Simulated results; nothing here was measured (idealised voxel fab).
process module | voxel gate over fins
cross-section cut | 235 nm wide | cells 5 nm
A cross-section is a grid of square cells, given in bands from the top down. A band is one or more rows of cells.
Each band's line starts with the height of the band's top and of its bottom, in nm. Then come its materials from left to right, each with its width in nm. One material with "throughout" fills the band from edge to edge. "air" is empty space.
Height 0 is the level under which the wafer as received is all one material. The lowest band goes on downwards, as in "0 down".
A width such as "30 to 40" changes by the same amount from each row of cells to the next, from the band's top row to its bottom row.
"no change" after a step means that no cell of the cross-section changed.
closed voids: empty space of 8 cells or more with no open way to the top, each as width x height at its distance from the left edge, in nm
after a step's settings: what the simulator itself notes on the step
overlay nm, on a step with a mask: how far to the right of its planned place the mask lay; to the left if negative
plan
1 op RECEIVE | material Si
2 op CONFORMAL_DEP | material SiN | thk nm 10
3 op DIRECTIONAL_DEP | material aC | thk nm 15
4 op PATTERN | tone cover | mask id FINS | material resist | width nm 15 | pitch nm 50 | thk nm 30 | overlay nm 0
5 op DIRECTIONAL_ETCH | etch materials aC | depth nm 15
6 op STRIP | etch materials resist
7 op DIRECTIONAL_ETCH | etch materials SiN | depth nm 10
8 op DIRECTIONAL_ETCH | etch materials Si | depth nm 30
9 op STRIP | etch materials aC
10 op FILL_DEP | material SiO2 | thk nm 5
11 op CMP | height nm 10
12 op DIRECTIONAL_DEP | material aC | thk nm 15
13 op PATTERN | tone open | mask id RAIL | material resist | width nm 15 | thk nm 30 | overlay nm 0
14 op DIRECTIONAL_ETCH | etch materials aC | depth nm 15
15 op STRIP | etch materials resist
16 op DIRECTIONAL_ETCH | etch materials SiO2 | depth nm 35
17 op STRIP | etch materials aC
18 op CONFORMAL_DEP | material TiN | thk nm 5
19 op FILL_DEP | material W | thk nm 10
20 op CMP | height nm 10
21 op SELECTIVE_ETCH | etch materials W Ru TiN | depth nm 25
22 op FILL_DEP | material SiO2 | thk nm 5
23 op CMP | height nm 10
24 op SELECTIVE_ETCH | etch materials SiO2 | depth nm 20
25 op STRIP | etch materials SiN
26 op CONFORMAL_DEP | material HfO2 | thk nm 5
27 op CONFORMAL_DEP | material TiN | thk nm 5
28 op FILL_DEP | material W | thk nm 10
29 op CMP | height nm 15
30 op CONFORMAL_DEP | material SiCN | thk nm 10
first wafer, as planned
as received, after step 1
  0 down: Si throughout
  closed voids: none
after step 2
  10 to 0: SiN throughout
  below 0: unchanged
after step 3
  25 to 10: aC throughout
  below 10: unchanged
after step 4
  55 to 25: air 60 | resist 15 | air 35 | resist 15 | air 35 | resist 15 | air 60
  below 25: unchanged
after step 5
  40 to 25: air 60 | resist 15 | air 35 | resist 15 | air 35 | resist 15 | air 60
  25 to 10: air 60 | aC 15 | air 35 | aC 15 | air 35 | aC 15 | air 60
  below 10: unchanged
after step 6
  25 to 10: air 60 | aC 15 | air 35 | aC 15 | air 35 | aC 15 | air 60
  below 10: unchanged
after step 7
  25 to 10: air 60 | aC 15 | air 35 | aC 15 | air 35 | aC 15 | air 60
  10 to 0: air 60 | SiN 15 | air 35 | SiN 15 | air 35 | SiN 15 | air 60
  below 0: unchanged
after step 8
  25 to 10: air 60 | aC 15 | air 35 | aC 15 | air 35 | aC 15 | air 60
  10 to 0: air 60 | SiN 15 | air 35 | SiN 15 | air 35 | SiN 15 | air 60
  0 to -30: air 60 | Si 15 | air 35 | Si 15 | air 35 | Si 15 | air 60
  below -30: unchanged
after step 9
  10 to 0: air 60 | SiN 15 | air 35 | SiN 15 | air 35 | SiN 15 | air 60
  below 0: unchanged
after step 10
  15 to 10: SiO2 throughout
  10 to 0: SiO2 60 | SiN 15 | SiO2 35 | SiN 15 | SiO2 35 | SiN 15 | SiO2 60
  0 to -30: SiO2 60 | Si 15 | SiO2 35 | Si 15 | SiO2 35 | Si 15 | SiO2 60
  below -30: unchanged
after step 11
  10 to 0: SiO2 60 | SiN 15 | SiO2 35 | SiN 15 | SiO2 35 | SiN 15 | SiO2 60
  below 0: unchanged
after step 12
  25 to 10: aC throughout
  below 10: unchanged
after step 13
  55 to 25: resist 85 | air 15 | resist 135
  below 25: unchanged
after step 14
  40 to 25: resist 85 | air 15 | resist 135
  25 to 10: aC 85 | air 15 | aC 135
  below 10: unchanged
after step 15
  25 to 10: aC 85 | air 15 | aC 135
  below 10: unchanged
after step 16
  25 to 10: aC 85 | air 15 | aC 135
  10 to 0: SiO2 60 | SiN 15 | SiO2 10 | air 15 | SiO2 10 | SiN 15 | SiO2 35 | SiN 15 | SiO2 60
  0 to -25: SiO2 60 | Si 15 | SiO2 10 | air 15 | SiO2 10 | Si 15 | SiO2 35 | Si 15 | SiO2 60
  below -25: unchanged
after step 17
  10 to 0: SiO2 60 | SiN 15 | SiO2 10 | air 15 | SiO2 10 | SiN 15 | SiO2 35 | SiN 15 | SiO2 60
  below 0: unchanged
after step 18
  15 to 10: TiN 90 | air 5 | TiN 140
  10 to 0: SiO2 60 | SiN 15 | SiO2 10 | TiN 5 | air 5 | TiN 5 | SiO2 10 | SiN 15 | SiO2 35 | SiN 15 | SiO2 60
  0 to -20: SiO2 60 | Si 15 | SiO2 10 | TiN 5 | air 5 | TiN 5 | SiO2 10 | Si 15 | SiO2 35 | Si 15 | SiO2 60
  -20 to -25: SiO2 60 | Si 15 | SiO2 10 | TiN 15 | SiO2 10 | Si 15 | SiO2 35 | Si 15 | SiO2 60
  below -25: unchanged
after step 19
  25 to 15: W throughout
  15 to 10: TiN 90 | W 5 | TiN 140
  10 to 0: SiO2 60 | SiN 15 | SiO2 10 | TiN 5 | W 5 | TiN 5 | SiO2 10 | SiN 15 | SiO2 35 | SiN 15 | SiO2 60
  0 to -20: SiO2 60 | Si 15 | SiO2 10 | TiN 5 | W 5 | TiN 5 | SiO2 10 | Si 15 | SiO2 35 | Si 15 | SiO2 60
  below -20: unchanged
after step 20
  10 to 0: SiO2 60 | SiN 15 | SiO2 10 | TiN 5 | W 5 | TiN 5 | SiO2 10 | SiN 15 | SiO2 35 | SiN 15 | SiO2 60
  below 0: unchanged
after step 21
  10 to 0: SiO2 60 | SiN 15 | SiO2 10 | air 15 | SiO2 10 | SiN 15 | SiO2 35 | SiN 15 | SiO2 60
  0 to -15: SiO2 60 | Si 15 | SiO2 10 | air 15 | SiO2 10 | Si 15 | SiO2 35 | Si 15 | SiO2 60
  below -15: unchanged
after step 22
  15 to 10: SiO2 throughout
  10 to 0: SiO2 60 | SiN 15 | SiO2 35 | SiN 15 | SiO2 35 | SiN 15 | SiO2 60
  0 to -15: SiO2 60 | Si 15 | SiO2 35 | Si 15 | SiO2 35 | Si 15 | SiO2 60
  below -15: unchanged
after step 23
  10 to 0: SiO2 60 | SiN 15 | SiO2 35 | SiN 15 | SiO2 35 | SiN 15 | SiO2 60
  below 0: unchanged
after step 24
  10 to 0: air 60 | SiN 15 | air 35 | SiN 15 | air 35 | SiN 15 | air 60
  0 to -10: air 60 | Si 15 | air 35 | Si 15 | air 35 | Si 15 | air 60
  below -10: unchanged
after step 25
  0 to -10: air 60 | Si 15 | air 35 | Si 15 | air 35 | Si 15 | air 60
  below -10: unchanged
after step 26
  5 to 0: air 55 | HfO2 25 | air 25 | HfO2 25 | air 25 | HfO2 25 | air 55
  0 to -5: air 55 | HfO2 5 | Si 15 | HfO2 5 | air 25 | HfO2 5 | Si 15 | HfO2 5 | air 25 | HfO2 5 | Si 15 | HfO2 5 | air 55
  -5 to -10: HfO2 60 | Si 15 | HfO2 35 | Si 15 | HfO2 35 | Si 15 | HfO2 60
  below -10: unchanged
after step 27
  10 to 5: air 50 | TiN 35 | air 15 | TiN 35 | air 15 | TiN 35 | air 50
  5 to 0: air 50 | TiN 5 | HfO2 25 | TiN 5 | air 15 | TiN 5 | HfO2 25 | TiN 5 | air 15 | TiN 5 | HfO2 25 | TiN 5 | air 50
  0 to -5: TiN 55 | HfO2 5 | Si 15 | HfO2 5 | TiN 25 | HfO2 5 | Si 15 | HfO2 5 | TiN 25 | HfO2 5 | Si 15 | HfO2 5 | TiN 55
  below -5: unchanged
after step 28
  20 to 10: W throughout
  10 to 5: W 50 | TiN 35 | W 15 | TiN 35 | W 15 | TiN 35 | W 50
  5 to 0: W 50 | TiN 5 | HfO2 25 | TiN 5 | W 15 | TiN 5 | HfO2 25 | TiN 5 | W 15 | TiN 5 | HfO2 25 | TiN 5 | W 50
  below 0: unchanged
after step 29
  15 to 10: W throughout
  below 10: unchanged
after step 30
  25 to 15: SiCN throughout
  below 15: unchanged
second wafer: like start, like plan, one mistake. Through step 7 it matches the first wafer
when step 8 should have ended
  25 to 10: air 60 | aC 15 | air 35 | aC 15 | air 35 | aC 15 | air 60
  10 to 0: air 60 | SiN 15 | air 35 | SiN 15 | air 35 | SiN 15 | air 60
  0 to -60: air 60 | Si 15 | air 35 | Si 15 | air 35 | Si 15 | air 60
  below -60: unchanged
when step 9 should have ended
  10 to 0: air 60 | SiN 15 | air 35 | SiN 15 | air 35 | SiN 15 | air 60
  below 0: unchanged
when step 10 should have ended
  15 to 10: SiO2 throughout
  10 to 0: SiO2 60 | SiN 15 | SiO2 35 | SiN 15 | SiO2 35 | SiN 15 | SiO2 60
  0 to -60: SiO2 60 | Si 15 | SiO2 35 | Si 15 | SiO2 35 | Si 15 | SiO2 60
  below -60: unchanged
when step 11 should have ended
  10 to 0: SiO2 60 | SiN 15 | SiO2 35 | SiN 15 | SiO2 35 | SiN 15 | SiO2 60
  below 0: unchanged
when step 12 should have ended
  25 to 10: aC throughout
  below 10: unchanged
when step 13 should have ended
  55 to 25: resist 85 | air 15 | resist 135
  below 25: unchanged
when step 14 should have ended
  40 to 25: resist 85 | air 15 | resist 135
  25 to 10: aC 85 | air 15 | aC 135
  below 10: unchanged
when step 15 should have ended
  25 to 10: aC 85 | air 15 | aC 135
  below 10: unchanged
when step 16 should have ended
  25 to 10: aC 85 | air 15 | aC 135
  10 to 0: SiO2 60 | SiN 15 | SiO2 10 | air 15 | SiO2 10 | SiN 15 | SiO2 35 | SiN 15 | SiO2 60
  0 to -25: SiO2 60 | Si 15 | SiO2 10 | air 15 | SiO2 10 | Si 15 | SiO2 35 | Si 15 | SiO2 60
  below -25: unchanged
when step 17 should have ended
  10 to 0: SiO2 60 | SiN 15 | SiO2 10 | air 15 | SiO2 10 | SiN 15 | SiO2 35 | SiN 15 | SiO2 60
  below 0: unchanged
when step 18 should have ended
  15 to 10: TiN 90 | air 5 | TiN 140
  10 to 0: SiO2 60 | SiN 15 | SiO2 10 | TiN 5 | air 5 | TiN 5 | SiO2 10 | SiN 15 | SiO2 35 | SiN 15 | SiO2 60
  0 to -20: SiO2 60 | Si 15 | SiO2 10 | TiN 5 | air 5 | TiN 5 | SiO2 10 | Si 15 | SiO2 35 | Si 15 | SiO2 60
  -20 to -25: SiO2 60 | Si 15 | SiO2 10 | TiN 15 | SiO2 10 | Si 15 | SiO2 35 | Si 15 | SiO2 60
  below -25: unchanged
when step 19 should have ended
  25 to 15: W throughout
  15 to 10: TiN 90 | W 5 | TiN 140
  10 to 0: SiO2 60 | SiN 15 | SiO2 10 | TiN 5 | W 5 | TiN 5 | SiO2 10 | SiN 15 | SiO2 35 | SiN 15 | SiO2 60
  0 to -20: SiO2 60 | Si 15 | SiO2 10 | TiN 5 | W 5 | TiN 5 | SiO2 10 | Si 15 | SiO2 35 | Si 15 | SiO2 60
  below -20: unchanged
when step 20 should have ended
  10 to 0: SiO2 60 | SiN 15 | SiO2 10 | TiN 5 | W 5 | TiN 5 | SiO2 10 | SiN 15 | SiO2 35 | SiN 15 | SiO2 60
  below 0: unchanged
when step 21 should have ended
  10 to 0: SiO2 60 | SiN 15 | SiO2 10 | air 15 | SiO2 10 | SiN 15 | SiO2 35 | SiN 15 | SiO2 60
  0 to -15: SiO2 60 | Si 15 | SiO2 10 | air 15 | SiO2 10 | Si 15 | SiO2 35 | Si 15 | SiO2 60
  below -15: unchanged
when step 22 should have ended
  15 to 10: SiO2 throughout
  10 to 0: SiO2 60 | SiN 15 | SiO2 35 | SiN 15 | SiO2 35 | SiN 15 | SiO2 60
  0 to -15: SiO2 60 | Si 15 | SiO2 35 | Si 15 | SiO2 35 | Si 15 | SiO2 60
  below -15: unchanged
when step 23 should have ended
  10 to 0: SiO2 60 | SiN 15 | SiO2 35 | SiN 15 | SiO2 35 | SiN 15 | SiO2 60
  below 0: unchanged
when step 24 should have ended
  10 to 0: air 60 | SiN 15 | air 35 | SiN 15 | air 35 | SiN 15 | air 60
  0 to -10: air 60 | Si 15 | air 35 | Si 15 | air 35 | Si 15 | air 60
  below -10: unchanged
when step 25 should have ended
  0 to -10: air 60 | Si 15 | air 35 | Si 15 | air 35 | Si 15 | air 60
  below -10: unchanged
when step 26 should have ended
  5 to 0: air 55 | HfO2 25 | air 25 | HfO2 25 | air 25 | HfO2 25 | air 55
  0 to -5: air 55 | HfO2 5 | Si 15 | HfO2 5 | air 25 | HfO2 5 | Si 15 | HfO2 5 | air 25 | HfO2 5 | Si 15 | HfO2 5 | air 55
  -5 to -10: HfO2 60 | Si 15 | HfO2 35 | Si 15 | HfO2 35 | Si 15 | HfO2 60
  below -10: unchanged
when step 27 should have ended
  10 to 5: air 50 | TiN 35 | air 15 | TiN 35 | air 15 | TiN 35 | air 50
  5 to 0: air 50 | TiN 5 | HfO2 25 | TiN 5 | air 15 | TiN 5 | HfO2 25 | TiN 5 | air 15 | TiN 5 | HfO2 25 | TiN 5 | air 50
  0 to -5: TiN 55 | HfO2 5 | Si 15 | HfO2 5 | TiN 25 | HfO2 5 | Si 15 | HfO2 5 | TiN 25 | HfO2 5 | Si 15 | HfO2 5 | TiN 55
  below -5: unchanged
when step 28 should have ended
  20 to 10: W throughout
  10 to 5: W 50 | TiN 35 | W 15 | TiN 35 | W 15 | TiN 35 | W 50
  5 to 0: W 50 | TiN 5 | HfO2 25 | TiN 5 | W 15 | TiN 5 | HfO2 25 | TiN 5 | W 15 | TiN 5 | HfO2 25 | TiN 5 | W 50
  below 0: unchanged
when step 29 should have ended
  15 to 10: W throughout
  below 10: unchanged
when step 30 should have ended
  25 to 15: SiCN throughout
  below 15: unchanged
what went wrong: step 8 was run twice
at the end the second wafer has, in cells: 228 fewer of Si | 228 more of SiO2
